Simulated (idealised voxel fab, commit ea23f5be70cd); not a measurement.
This is a process module. Its name is voxel transistor to metal.
Xsec cut, 185 nm wide, square cell size 5 nm.
Cross-section format: a grid of square cells, given as bands from top to bottom; each band is one or more rows of cells. Top, bottom (nm), then materials left to right with widths (nm); lone material tagged "all across" fills the whole band edge to edge; "air" = empty space. Ref level 0: as-received wafer is one material below here. Bottom band extends down with no lower bound ("0 down"). Note: "30..40" means the width goes from the first number (top row of the band) to the second number (bottom row) in equal steps per row of cells. Take "remained unchanged" at face value: in the step it is given for, the cross-section changed in none of its cells. "Fully sealed voids": sealed empty spaces, 8 cells or more, no open way to top, listed width x height at distance, with distance from the left edge and width, height and distance in nm. Past the settings on a step's line: simulator remark, on that step. overlay nm: on a step with a mask, how far right of its planned place the mask lay; negative means left.

Process steps - plan:
1. RECEIVE, material Si
2. CONFORMAL_DEP, material SiO2, thk nm 5
3. CONFORMAL_DEP, material SiN, thk nm 15
4. DIRECTIONAL_DEP, material aC, thk nm 15
5. PATTERN, tone cover, mask id ACTIVE, material resist, width nm 95, thk nm 30, overlay nm 0
6. DIRECTIONAL_ETCH, etch materials aC, depth nm 15
7. STRIP, etch materials resist
8. DIRECTIONAL_ETCH, etch materials SiN, depth nm 15
9. DIRECTIONAL_ETCH, etch materials SiO2, depth nm 5
10. DIRECTIONAL_ETCH, etch materials Si, depth nm 35
11. STRIP, etch materials aC
12. OXIDIZE, depth nm 5
13. FILL_DEP, material SiO2, thk nm 10
14. CMP, height nm 20
15. SELECTIVE_ETCH, etch materials SiO2, depth nm 15
16. STRIP, etch materials SiN
17. SELECTIVE_ETCH, etch materials SiO2, depth nm 5
18. OXIDIZE, depth nm 5
19. DIRECTIONAL_DEP, material polySi, thk nm 20
20. DIRECTIONAL_DEP, material SiCN, thk nm 10
21. MASKED_ETCH, tone cover, mask id GATE, width nm 25, etch materials SiCN, depth nm 20, overlay nm 0
22. MASKED_ETCH, tone cover, mask id GATE, width nm 25, etch materials polySi, depth nm 30, overlay nm 0
23. CONFORMAL_DEP, material SiN, thk nm 5
24. DIRECTIONAL_ETCH, etch materials SiN, depth nm 5
25. DIRECTIONAL_ETCH, etch materials SiO2, depth nm 5
26. DIRECTIONAL_ETCH, etch materials Si, depth nm 10
27. EPI, material SiGe, thk nm 10
28. FILL_DEP, material SiO2, thk nm 10
29. CMP, height nm 20
30. STRIP, etch materials polySi
31. SELECTIVE_ETCH, etch materials SiO2, depth nm 5
32. CONFORMAL_DEP, material HfO2, thk nm 5
33. CONFORMAL_DEP, material TiN, thk nm 5
34. FILL_DEP, material W, thk nm 10
35. CMP, height nm 15
36. DIRECTIONAL_DEP, material SiO2, thk nm 15
37. DIRECTIONAL_DEP, material aC, thk nm 15
38. PATTERN, tone open, mask id CONTACT, material resist, width nm 15, pitch nm 70, thk nm 35, overlay nm 0
39. DIRECTIONAL_ETCH, etch materials aC, depth nm 15
40. STRIP, etch materials resist
41. DIRECTIONAL_ETCH, etch materials SiO2, depth nm 35
42. STRIP, etch materials aC
43. CONFORMAL_DEP, material TiN, thk nm 5
44. FILL_DEP, material W, thk nm 10
45. CMP, height nm 30
46. DIRECTIONAL_DEP, material TiN, thk nm 5
47. DIRECTIONAL_DEP, material W, thk nm 25
48. MASKED_ETCH, tone cover, mask id METAL_1, width nm 15, pitch nm 70, etch materials W, depth nm 25, overlay nm 0
49. MASKED_ETCH, tone cover, mask id METAL_1, width nm 15, pitch nm 70, etch materials TiN, depth nm 5, overlay nm 0
50. CONFORMAL_DEP, material SiN, thk nm 5
51. FILL_DEP, material SiO2, thk nm 10
52. CMP, height nm 60
53. CONFORMAL_DEP, material SiCN, thk nm 5

The first of the two wafers, which ran as planned:

The cross-section here shows the wafer as received, i.e. in its state after step 1:
  0 down = Si all across
  Fully sealed voids: none

So this is the wafer cross-section right after step 2:
  5 to 0 = SiO2 all across
  below 0: unchanged

So this is the wafer cross-section right after step 3:
  20 to 5 = SiN all across
  below 5: unchanged

So this is the wafer cross-section right after step 4:
  35 to 20 = aC all across
  below 20: unchanged

So this is the wafer cross-section right after step 5:
  65 to 35 = air 45; resist 95; air 45
  below 35: unchanged

So this is the wafer cross-section right after step 6:
  50 to 35 = air 45; resist 95; air 45
  35 to 20 = air 45; aC 95; air 45
  below 20: unchanged

So this is the wafer cross-section right after step 7:
  35 to 20 = air 45; aC 95; air 45
  below 20: unchanged

So this is the wafer cross-section right after step 8:
  35 to 20 = air 45; aC 95; air 45
  20 to 5 = air 45; SiN 95; air 45
  below 5: unchanged

So this is the wafer cross-section right after step 9:
  35 to 20 = air 45; aC 95; air 45
  20 to 5 = air 45; SiN 95; air 45
  5 to 0 = air 45; SiO2 95; air 45
  below 0: unchanged

So this is the wafer cross-section right after step 10:
  35 to 20 = air 45; aC 95; air 45
  20 to 5 = air 45; SiN 95; air 45
  5 to 0 = air 45; SiO2 95; air 45
  0 to -35 = air 45; Si 95; air 45
  below -35: unchanged

So this is the wafer cross-section right after step 11:
  20 to 5 = air 45; SiN 95; air 45
  below 5: unchanged

So this is the wafer cross-section right after step 12:
  20 to 5 = air 45; SiN 95; air 45
  5 to 0 = air 45; SiO2 95; air 45
  0 to -35 = air 45; SiO2 5; Si 85; SiO2 5; air 45
  -35 to -40 = SiO2 50; Si 85; SiO2 50
  below -40: unchanged

So this is the wafer cross-section right after step 13:
  30 to 20 = SiO2 all across
  20 to 5 = SiO2 45; SiN 95; SiO2 45
  5 to 0 = SiO2 all across
  0 to -40 = SiO2 50; Si 85; SiO2 50
  below -40: unchanged

So this is the wafer cross-section right after step 14:
  20 to 5 = SiO2 45; SiN 95; SiO2 45
  below 5: unchanged

So this is the wafer cross-section right after step 15:
  20 to 5 = air 45; SiN 95; air 45
  below 5: unchanged

So this is the wafer cross-section right after step 16:
  5 to 0 = SiO2 all across
  below 0: unchanged

So this is the wafer cross-section right after step 17:
  0 to -40 = SiO2 50; Si 85; SiO2 50
  below -40: unchanged

So this is the wafer cross-section right after step 18:
  0 to -5 = SiO2 all across
  below -5: unchanged

So this is the wafer cross-section right after step 19:
  20 to 0 = polySi all across
  below 0: unchanged

So this is the wafer cross-section right after step 20:
  30 to 20 = SiCN all across
  below 20: unchanged

So this is the wafer cross-section right after step 21:
  30 to 20 = air 80; SiCN 25; air 80
  below 20: unchanged

So this is the wafer cross-section right after step 22:
  30 to 20 = air 80; SiCN 25; air 80
  20 to 0 = air 80; polySi 25; air 80
  below 0: unchanged

So this is the wafer cross-section right after step 23:
  35 to 30 = air 75; SiN 35; air 75
  30 to 20 = air 75; SiN 5; SiCN 25; SiN 5; air 75
  20 to 5 = air 75; SiN 5; polySi 25; SiN 5; air 75
  5 to 0 = SiN 80; polySi 25; SiN 80
  below 0: unchanged

So this is the wafer cross-section right after step 24:
  30 to 20 = air 75; SiN 5; SiCN 25; SiN 5; air 75
  20 to 0 = air 75; SiN 5; polySi 25; SiN 5; air 75
  below 0: unchanged

So this is the wafer cross-section right after step 25:
  30 to 20 = air 75; SiN 5; SiCN 25; SiN 5; air 75
  20 to 0 = air 75; SiN 5; polySi 25; SiN 5; air 75
  0 to -5 = air 75; SiO2 35; air 75
  below -5: unchanged

So this is the wafer cross-section right after step 26:
  30 to 20 = air 75; SiN 5; SiCN 25; SiN 5; air 75
  20 to 0 = air 75; SiN 5; polySi 25; SiN 5; air 75
  0 to -5 = air 75; SiO2 35; air 75
  -5 to -15 = SiO2 50; air 25; Si 35; air 25; SiO2 50
  below -15: unchanged

So this is the wafer cross-section right after step 27:
  30 to 20 = air 75; SiN 5; SiCN 25; SiN 5; air 75
  20 to 5 = air 75; SiN 5; polySi 25; SiN 5; air 75
  5 to 0 = air 65; SiGe 10; SiN 5; polySi 25; SiN 5; SiGe 10; air 65
  0 to -5 = air 65; SiGe 10; SiO2 35; SiGe 10; air 65
  -5 to -15 = SiO2 50; SiGe 25; Si 35; SiGe 25; SiO2 50
  below -15: unchanged

So this is the wafer cross-section right after step 28:
  40 to 30 = SiO2 all across
  30 to 20 = SiO2 75; SiN 5; SiCN 25; SiN 5; SiO2 75
  20 to 5 = SiO2 75; SiN 5; polySi 25; SiN 5; SiO2 75
  5 to 0 = SiO2 65; SiGe 10; SiN 5; polySi 25; SiN 5; SiGe 10; SiO2 65
  0 to -5 = SiO2 65; SiGe 10; SiO2 35; SiGe 10; SiO2 65
  below -5: unchanged

So this is the wafer cross-section right after step 29:
  20 to 5 = SiO2 75; SiN 5; polySi 25; SiN 5; SiO2 75
  below 5: unchanged

So this is the wafer cross-section right after step 30:
  20 to 5 = SiO2 75; SiN 5; air 25; SiN 5; SiO2 75
  5 to 0 = SiO2 65; SiGe 10; SiN 5; air 25; SiN 5; SiGe 10; SiO2 65
  below 0: unchanged

So this is the wafer cross-section right after step 31:
  20 to 15 = air 75; SiN 5; air 25; SiN 5; air 75
  15 to 5 = SiO2 75; SiN 5; air 25; SiN 5; SiO2 75
  5 to 0 = SiO2 65; SiGe 10; SiN 5; air 25; SiN 5; SiGe 10; SiO2 65
  0 to -5 = SiO2 65; SiGe 10; air 35; SiGe 10; SiO2 65
  below -5: unchanged

So this is the wafer cross-section right after step 32:
  25 to 20 = air 70; HfO2 15; air 15; HfO2 15; air 70
  20 to 15 = HfO2 75; SiN 5; HfO2 5; air 15; HfO2 5; SiN 5; HfO2 75
  15 to 5 = SiO2 75; SiN 5; HfO2 5; air 15; HfO2 5; SiN 5; SiO2 75
  5 to 0 = SiO2 65; SiGe 10; SiN 5; HfO2 5; air 15; HfO2 5; SiN 5; SiGe 10; SiO2 65
  0 to -5 = SiO2 65; SiGe 10; HfO2 35; SiGe 10; SiO2 65
  below -5: unchanged

So this is the wafer cross-section right after step 33:
  30 to 25 = air 65; TiN 25; air 5; TiN 25; air 65
  25 to 20 = TiN 70; HfO2 15; TiN 5; air 5; TiN 5; HfO2 15; TiN 70
  20 to 15 = HfO2 75; SiN 5; HfO2 5; TiN 5; air 5; TiN 5; HfO2 5; SiN 5; HfO2 75
  15 to 5 = SiO2 75; SiN 5; HfO2 5; TiN 5; air 5; TiN 5; HfO2 5; SiN 5; SiO2 75
  5 to 0 = SiO2 65; SiGe 10; SiN 5; HfO2 5; TiN 15; HfO2 5; SiN 5; SiGe 10; SiO2 65
  below 0: unchanged

So this is the wafer cross-section right after step 34:
  40 to 30 = W all across
  30 to 25 = W 65; TiN 25; W 5; TiN 25; W 65
  25 to 20 = TiN 70; HfO2 15; TiN 5; W 5; TiN 5; HfO2 15; TiN 70
  20 to 15 = HfO2 75; SiN 5; HfO2 5; TiN 5; W 5; TiN 5; HfO2 5; SiN 5; HfO2 75
  15 to 5 = SiO2 75; SiN 5; HfO2 5; TiN 5; W 5; TiN 5; HfO2 5; SiN 5; SiO2 75
  below 5: unchanged

So this is the wafer cross-section right after step 35:
  15 to 5 = SiO2 75; SiN 5; HfO2 5; TiN 5; W 5; TiN 5; HfO2 5; SiN 5; SiO2 75
  below 5: unchanged

So this is the wafer cross-section right after step 36:
  30 to 15 = SiO2 all across
  below 15: unchanged

So this is the wafer cross-section right after step 37:
  45 to 30 = aC all across
  below 30: unchanged

So this is the wafer cross-section right after step 38:
  80 to 45 = resist 50; air 15; resist 55; air 15; resist 50
  below 45: unchanged

So this is the wafer cross-section right after step 39:
  65 to 45 = resist 50; air 15; resist 55; air 15; resist 50
  45 to 30 = aC 50; air 15; aC 55; air 15; aC 50
  below 30: unchanged

So this is the wafer cross-section right after step 40:
  45 to 30 = aC 50; air 15; aC 55; air 15; aC 50
  below 30: unchanged

So this is the wafer cross-section right after step 41:
  45 to 30 = aC 50; air 15; aC 55; air 15; aC 50
  30 to 15 = SiO2 50; air 15; SiO2 55; air 15; SiO2 50
  15 to 5 = SiO2 50; air 15; SiO2 10; SiN 5; HfO2 5; TiN 5; W 5; TiN 5; HfO2 5; SiN 5; SiO2 10; air 15; SiO2 50
  5 to 0 = SiO2 50; air 15; SiGe 10; SiN 5; HfO2 5; TiN 15; HfO2 5; SiN 5; SiGe 10; air 15; SiO2 50
  0 to -5 = SiO2 50; air 15; SiGe 10; HfO2 35; SiGe 10; air 15; SiO2 50
  below -5: unchanged

So this is the wafer cross-section right after step 42:
  30 to 15 = SiO2 50; air 15; SiO2 55; air 15; SiO2 50
  below 15: unchanged

So this is the wafer cross-section right after step 43:
  35 to 30 = TiN 55; air 5; TiN 65; air 5; TiN 55
  30 to 15 = SiO2 50; TiN 5; air 5; TiN 5; SiO2 55; TiN 5; air 5; TiN 5; SiO2 50
  15 to 5 = SiO2 50; TiN 5; air 5; TiN 5; SiO2 10; SiN 5; HfO2 5; TiN 5; W 5; TiN 5; HfO2 5; SiN 5; SiO2 10; TiN 5; air 5; TiN 5; SiO2 50
  5 to 0 = SiO2 50; TiN 5; air 5; TiN 5; SiGe 10; SiN 5; HfO2 5; TiN 15; HfO2 5; SiN 5; SiGe 10; TiN 5; air 5; TiN 5; SiO2 50
  0 to -5 = SiO2 50; TiN 15; SiGe 10; HfO2 35; SiGe 10; TiN 15; SiO2 50
  below -5: unchanged

So this is the wafer cross-section right after step 44:
  45 to 35 = W all across
  35 to 30 = TiN 55; W 5; TiN 65; W 5; TiN 55
  30 to 15 = SiO2 50; TiN 5; W 5; TiN 5; SiO2 55; TiN 5; W 5; TiN 5; SiO2 50
  15 to 5 = SiO2 50; TiN 5; W 5; TiN 5; SiO2 10; SiN 5; HfO2 5; TiN 5; W 5; TiN 5; HfO2 5; SiN 5; SiO2 10; TiN 5; W 5; TiN 5; SiO2 50
  5 to 0 = SiO2 50; TiN 5; W 5; TiN 5; SiGe 10; SiN 5; HfO2 5; TiN 15; HfO2 5; SiN 5; SiGe 10; TiN 5; W 5; TiN 5; SiO2 50
  below 0: unchanged

So this is the wafer cross-section right after step 45:
  30 to 15 = SiO2 50; TiN 5; W 5; TiN 5; SiO2 55; TiN 5; W 5; TiN 5; SiO2 50
  below 15: unchanged

So this is the wafer cross-section right after step 46:
  35 to 30 = TiN all across
  below 30: unchanged

So this is the wafer cross-section right after step 47:
  60 to 35 = W all across
  below 35: unchanged

So this is the wafer cross-section right after step 48:
  60 to 35 = air 50; W 15; air 55; W 15; air 50
  below 35: unchanged

So this is the wafer cross-section right after step 49:
  60 to 35 = air 50; W 15; air 55; W 15; air 50
  35 to 30 = air 50; TiN 15; air 55; TiN 15; air 50
  below 30: unchanged

So this is the wafer cross-section right after step 50:
  65 to 60 = air 45; SiN 25; air 45; SiN 25; air 45
  60 to 35 = air 45; SiN 5; W 15; SiN 5; air 45; SiN 5; W 15; SiN 5; air 45
  35 to 30 = SiN 50; TiN 15; SiN 55; TiN 15; SiN 50
  below 30: unchanged

So this is the wafer cross-section right after step 51:
  75 to 65 = SiO2 all across
  65 to 60 = SiO2 45; SiN 25; SiO2 45; SiN 25; SiO2 45
  60 to 35 = SiO2 45; SiN 5; W 15; SiN 5; SiO2 45; SiN 5; W 15; SiN 5; SiO2 45
  below 35: unchanged

So this is the wafer cross-section right after step 52:
  60 to 35 = SiO2 45; SiN 5; W 15; SiN 5; SiO2 45; SiN 5; W 15; SiN 5; SiO2 45
  below 35: unchanged

So this is the wafer cross-section right after step 53:
  65 to 60 = SiCN all across
  below 60: unchanged

What follows concerns the second wafer, which started out like the first and was meant to follow the very same plan; one mistake crept in when it was run, but everything up to and including step 14 is the same as for the first wafer:

What the second wafer looks like in cross-section when step 15 should have wrapped up:
  20 to 5 = SiO2 45; air 95; SiO2 45
  below 5: unchanged

What the second wafer looks like in cross-section when step 16 should have wrapped up:
  5 to 0 = SiO2 30; air 125; SiO2 30
  0 to -10 = SiO2 30; air 20; Si 85; air 20; SiO2 30
  below -10: unchanged

What the second wafer looks like in cross-section when step 17 should have wrapped up:
  0 to -15 = SiO2 25; air 25; Si 85; air 25; SiO2 25
  below -15: unchanged

What the second wafer looks like in cross-section when step 18 should have wrapped up:
  0 to -5 = SiO2 25; air 25; SiO2 85; air 25; SiO2 25
  -5 to -15 = SiO2 25; air 25; SiO2 5; Si 75; SiO2 5; air 25; SiO2 25
  -15 to -20 = SiO2 55; Si 75; SiO2 55
  below -20: unchanged

What the second wafer looks like in cross-section when step 19 should have wrapped up:
  20 to 5 = polySi 25; air 25; polySi 85; air 25; polySi 25
  5 to 0 = polySi all across
  0 to -5 = SiO2 25; polySi 25; SiO2 85; polySi 25; SiO2 25
  -5 to -15 = SiO2 25; polySi 25; SiO2 5; Si 75; SiO2 5; polySi 25; SiO2 25
  below -15: unchanged

What the second wafer looks like in cross-section when step 20 should have wrapped up:
  30 to 20 = SiCN 25; air 25; SiCN 85; air 25; SiCN 25
  20 to 15 = polySi 25; air 25; polySi 85; air 25; polySi 25
  15 to 5 = polySi 25; SiCN 25; polySi 85; SiCN 25; polySi 25
  below 5: unchanged

What the second wafer looks like in cross-section when step 21 should have wrapped up:
  30 to 20 = air 80; SiCN 25; air 80
  20 to 5 = polySi 25; air 25; polySi 85; air 25; polySi 25
  below 5: unchanged

What the second wafer looks like in cross-section when step 22 should have wrapped up:
  30 to 20 = air 80; SiCN 25; air 80
  20 to 0 = air 80; polySi 25; air 80
  0 to -5 = SiO2 25; air 25; SiO2 85; air 25; SiO2 25
  -5 to -15 = SiO2 25; air 25; SiO2 5; Si 75; SiO2 5; air 25; SiO2 25
  below -15: unchanged

What the second wafer looks like in cross-section when step 23 should have wrapped up:
  35 to 30 = air 75; SiN 35; air 75
  30 to 20 = air 75; SiN 5; SiCN 25; SiN 5; air 75
  20 to 5 = air 75; SiN 5; polySi 25; SiN 5; air 75
  5 to 0 = SiN 30; air 15; SiN 35; polySi 25; SiN 35; air 15; SiN 30
  0 to -5 = SiO2 25; SiN 5; air 15; SiN 5; SiO2 85; SiN 5; air 15; SiN 5; SiO2 25
  -5 to -10 = SiO2 25; SiN 5; air 15; SiN 5; SiO2 5; Si 75; SiO2 5; SiN 5; air 15; SiN 5; SiO2 25
  -10 to -15 = SiO2 25; SiN 25; SiO2 5; Si 75; SiO2 5; SiN 25; SiO2 25
  below -15: unchanged

What the second wafer looks like in cross-section when step 24 should have wrapped up:
  30 to 20 = air 75; SiN 5; SiCN 25; SiN 5; air 75
  20 to 0 = air 75; SiN 5; polySi 25; SiN 5; air 75
  0 to -5 = SiO2 25; SiN 5; air 15; SiN 5; SiO2 85; SiN 5; air 15; SiN 5; SiO2 25
  -5 to -15 = SiO2 25; SiN 5; air 15; SiN 5; SiO2 5; Si 75; SiO2 5; SiN 5; air 15; SiN 5; SiO2 25
  below -15: unchanged

What the second wafer looks like in cross-section when step 25 should have wrapped up:
  30 to 20 = air 75; SiN 5; SiCN 25; SiN 5; air 75
  20 to 0 = air 75; SiN 5; polySi 25; SiN 5; air 75
  0 to -5 = air 25; SiN 5; air 15; SiN 5; air 25; SiO2 35; air 25; SiN 5; air 15; SiN 5; air 25
  -5 to -15 = SiO2 25; SiN 5; air 15; SiN 5; SiO2 5; Si 75; SiO2 5; SiN 5; air 15; SiN 5; SiO2 25
  -15 to -20 = SiO2 30; air 15; SiO2 10; Si 75; SiO2 10; air 15; SiO2 30
  below -20: unchanged

What the second wafer looks like in cross-section when step 26 should have wrapped up:
  30 to 20 = air 75; SiN 5; SiCN 25; SiN 5; air 75
  20 to 0 = air 75; SiN 5; polySi 25; SiN 5; air 75
  0 to -5 = air 25; SiN 5; air 15; SiN 5; air 25; SiO2 35; air 25; SiN 5; air 15; SiN 5; air 25
  -5 to -15 = SiO2 25; SiN 5; air 15; SiN 5; SiO2 5; air 20; Si 35; air 20; SiO2 5; SiN 5; air 15; SiN 5; SiO2 25
  below -15: unchanged

What the second wafer looks like in cross-section when step 27 should have wrapped up:
  30 to 20 = air 75; SiN 5; SiCN 25; SiN 5; air 75
  20 to 5 = air 75; SiN 5; polySi 25; SiN 5; air 75
  5 to 0 = air 65; SiGe 10; SiN 5; polySi 25; SiN 5; SiGe 10; air 65
  0 to -5 = air 25; SiN 5; air 15; SiN 5; air 15; SiGe 10; SiO2 35; SiGe 10; air 15; SiN 5; air 15; SiN 5; air 25
  -5 to -15 = SiO2 25; SiN 5; air 15; SiN 5; SiO2 5; SiGe 20; Si 35; SiGe 20; SiO2 5; SiN 5; air 15; SiN 5; SiO2 25
  below -15: unchanged

What the second wafer looks like in cross-section when step 28 should have wrapped up:
  40 to 30 = SiO2 all across
  30 to 20 = SiO2 75; SiN 5; SiCN 25; SiN 5; SiO2 75
  20 to 5 = SiO2 75; SiN 5; polySi 25; SiN 5; SiO2 75
  5 to 0 = SiO2 65; SiGe 10; SiN 5; polySi 25; SiN 5; SiGe 10; SiO2 65
  0 to -5 = SiO2 25; SiN 5; SiO2 15; SiN 5; SiO2 15; SiGe 10; SiO2 35; SiGe 10; SiO2 15; SiN 5; SiO2 15; SiN 5; SiO2 25
  -5 to -15 = SiO2 25; SiN 5; SiO2 15; SiN 5; SiO2 5; SiGe 20; Si 35; SiGe 20; SiO2 5; SiN 5; SiO2 15; SiN 5; SiO2 25
  -15 to -20 = SiO2 55; Si 75; SiO2 55
  below -20: unchanged

What the second wafer looks like in cross-section when step 29 should have wrapped up:
  20 to 5 = SiO2 75; SiN 5; polySi 25; SiN 5; SiO2 75
  below 5: unchanged

What the second wafer looks like in cross-section when step 30 should have wrapped up:
  20 to 5 = SiO2 75; SiN 5; air 25; SiN 5; SiO2 75
  5 to 0 = SiO2 65; SiGe 10; SiN 5; air 25; SiN 5; SiGe 10; SiO2 65
  below 0: unchanged

What the second wafer looks like in cross-section when step 31 should have wrapped up:
  20 to 15 = air 75; SiN 5; air 25; SiN 5; air 75
  15 to 5 = SiO2 75; SiN 5; air 25; SiN 5; SiO2 75
  5 to 0 = SiO2 65; SiGe 10; SiN 5; air 25; SiN 5; SiGe 10; SiO2 65
  0 to -5 = SiO2 25; SiN 5; SiO2 15; SiN 5; SiO2 15; SiGe 10; air 35; SiGe 10; SiO2 15; SiN 5; SiO2 15; SiN 5; SiO2 25
  below -5: unchanged

What the second wafer looks like in cross-section when step 32 should have wrapped up:
  25 to 20 = air 70; HfO2 15; air 15; HfO2 15; air 70
  20 to 15 = HfO2 75; SiN 5; HfO2 5; air 15; HfO2 5; SiN 5; HfO2 75
  15 to 5 = SiO2 75; SiN 5; HfO2 5; air 15; HfO2 5; SiN 5; SiO2 75
  5 to 0 = SiO2 65; SiGe 10; SiN 5; HfO2 5; air 15; HfO2 5; SiN 5; SiGe 10; SiO2 65
  0 to -5 = SiO2 25; SiN 5; SiO2 15; SiN 5; SiO2 15; SiGe 10; HfO2 35; SiGe 10; SiO2 15; SiN 5; SiO2 15; SiN 5; SiO2 25
  below -5: unchanged

What the second wafer looks like in cross-section when step 33 should have wrapped up:
  30 to 25 = air 65; TiN 25; air 5; TiN 25; air 65
  25 to 20 = TiN 70; HfO2 15; TiN 5; air 5; TiN 5; HfO2 15; TiN 70
  20 to 15 = HfO2 75; SiN 5; HfO2 5; TiN 5; air 5; TiN 5; HfO2 5; SiN 5; HfO2 75
  15 to 5 = SiO2 75; SiN 5; HfO2 5; TiN 5; air 5; TiN 5; HfO2 5; SiN 5; SiO2 75
  5 to 0 = SiO2 65; SiGe 10; SiN 5; HfO2 5; TiN 15; HfO2 5; SiN 5; SiGe 10; SiO2 65
  below 0: unchanged

What the second wafer looks like in cross-section when step 34 should have wrapped up:
  40 to 30 = W all across
  30 to 25 = W 65; TiN 25; W 5; TiN 25; W 65
  25 to 20 = TiN 70; HfO2 15; TiN 5; W 5; TiN 5; HfO2 15; TiN 70
  20 to 15 = HfO2 75; SiN 5; HfO2 5; TiN 5; W 5; TiN 5; HfO2 5; SiN 5; HfO2 75
  15 to 5 = SiO2 75; SiN 5; HfO2 5; TiN 5; W 5; TiN 5; HfO2 5; SiN 5; SiO2 75
  below 5: unchanged

What the second wafer looks like in cross-section when step 35 should have wrapped up:
  15 to 5 = SiO2 75; SiN 5; HfO2 5; TiN 5; W 5; TiN 5; HfO2 5; SiN 5; SiO2 75
  below 5: unchanged

What the second wafer looks like in cross-section when step 36 should have wrapped up:
  30 to 15 = SiO2 all across
  below 15: unchanged

What the second wafer looks like in cross-section when step 37 should have wrapped up:
  45 to 30 = aC all across
  below 30: unchanged

What the second wafer looks like in cross-section when step 38 should have wrapped up:
  80 to 45 = resist 50; air 15; resist 55; air 15; resist 50
  below 45: unchanged

What the second wafer looks like in cross-section when step 39 should have wrapped up:
  65 to 45 = resist 50; air 15; resist 55; air 15; resist 50
  45 to 30 = aC 50; air 15; aC 55; air 15; aC 50
  below 30: unchanged

What the second wafer looks like in cross-section when step 40 should have wrapped up:
  45 to 30 = aC 50; air 15; aC 55; air 15; aC 50
  below 30: unchanged

What the second wafer looks like in cross-section when step 41 should have wrapped up:
  45 to 30 = aC 50; air 15; aC 55; air 15; aC 50
  30 to 15 = SiO2 50; air 15; SiO2 55; air 15; SiO2 50
  15 to 5 = SiO2 50; air 15; SiO2 10; SiN 5; HfO2 5; TiN 5; W 5; TiN 5; HfO2 5; SiN 5; SiO2 10; air 15; SiO2 50
  5 to 0 = SiO2 50; air 15; SiGe 10; SiN 5; HfO2 5; TiN 15; HfO2 5; SiN 5; SiGe 10; air 15; SiO2 50
  0 to -5 = SiO2 25; SiN 5; SiO2 15; SiN 5; air 15; SiGe 10; HfO2 35; SiGe 10; air 15; SiN 5; SiO2 15; SiN 5; SiO2 25
  below -5: unchanged

What the second wafer looks like in cross-section when step 42 should have wrapped up:
  30 to 15 = SiO2 50; air 15; SiO2 55; air 15; SiO2 50
  below 15: unchanged

What the second wafer looks like in cross-section when step 43 should have wrapped up:
  35 to 30 = TiN 55; air 5; TiN 65; air 5; TiN 55
  30 to 15 = SiO2 50; TiN 5; air 5; TiN 5; SiO2 55; TiN 5; air 5; TiN 5; SiO2 50
  15 to 5 = SiO2 50; TiN 5; air 5; TiN 5; SiO2 10; SiN 5; HfO2 5; TiN 5; W 5; TiN 5; HfO2 5; SiN 5; SiO2 10; TiN 5; air 5; TiN 5; SiO2 50
  5 to 0 = SiO2 50; TiN 5; air 5; TiN 5; SiGe 10; SiN 5; HfO2 5; TiN 15; HfO2 5; SiN 5; SiGe 10; TiN 5; air 5; TiN 5; SiO2 50
  0 to -5 = SiO2 25; SiN 5; SiO2 15; SiN 5; TiN 15; SiGe 10; HfO2 35; SiGe 10; TiN 15; SiN 5; SiO2 15; SiN 5; SiO2 25
  below -5: unchanged

What the second wafer looks like in cross-section when step 44 should have wrapped up:
  45 to 35 = W all across
  35 to 30 = TiN 55; W 5; TiN 65; W 5; TiN 55
  30 to 15 = SiO2 50; TiN 5; W 5; TiN 5; SiO2 55; TiN 5; W 5; TiN 5; SiO2 50
  15 to 5 = SiO2 50; TiN 5; W 5; TiN 5; SiO2 10; SiN 5; HfO2 5; TiN 5; W 5; TiN 5; HfO2 5; SiN 5; SiO2 10; TiN 5; W 5; TiN 5; SiO2 50
  5 to 0 = SiO2 50; TiN 5; W 5; TiN 5; SiGe 10; SiN 5; HfO2 5; TiN 15; HfO2 5; SiN 5; SiGe 10; TiN 5; W 5; TiN 5; SiO2 50
  below 0: unchanged

What the second wafer looks like in cross-section when step 45 should have wrapped up:
  30 to 15 = SiO2 50; TiN 5; W 5; TiN 5; SiO2 55; TiN 5; W 5; TiN 5; SiO2 50
  below 15: unchanged

What the second wafer looks like in cross-section when step 46 should have wrapped up:
  35 to 30 = TiN all across
  below 30: unchanged

What the second wafer looks like in cross-section when step 47 should have wrapped up:
  60 to 35 = W all across
  below 35: unchanged

What the second wafer looks like in cross-section when step 48 should have wrapped up:
  60 to 35 = air 50; W 15; air 55; W 15; air 50
  below 35: unchanged

What the second wafer looks like in cross-section when step 49 should have wrapped up:
  60 to 35 = air 50; W 15; air 55; W 15; air 50
  35 to 30 = air 50; TiN 15; air 55; TiN 15; air 50
  below 30: unchanged

What the second wafer looks like in cross-section when step 50 should have wrapped up:
  65 to 60 = air 45; SiN 25; air 45; SiN 25; air 45
  60 to 35 = air 45; SiN 5; W 15; SiN 5; air 45; SiN 5; W 15; SiN 5; air 45
  35 to 30 = SiN 50; TiN 15; SiN 55; TiN 15; SiN 50
  below 30: unchanged

What the second wafer looks like in cross-section when step 51 should have wrapped up:
  75 to 65 = SiO2 all across
  65 to 60 = SiO2 45; SiN 25; SiO2 45; SiN 25; SiO2 45
  60 to 35 = SiO2 45; SiN 5; W 15; SiN 5; SiO2 45; SiN 5; W 15; SiN 5; SiO2 45
  below 35: unchanged

What the second wafer looks like in cross-section when step 52 should have wrapped up:
  60 to 35 = SiO2 45; SiN 5; W 15; SiN 5; SiO2 45; SiN 5; W 15; SiN 5; SiO2 45
  below 35: unchanged

What the second wafer looks like in cross-section when step 53 should have wrapped up:
  65 to 60 = SiCN all across
  below 60: unchanged
Heads up, the wafer didn't run the way we planned it: the run placed steps 15 and 16 each in the position the plan gave to the other
Final wafer comparison in cells, second versus first, more or fewer per material: -2 Si; -4 SiGe; +12 SiN; -6 SiO2
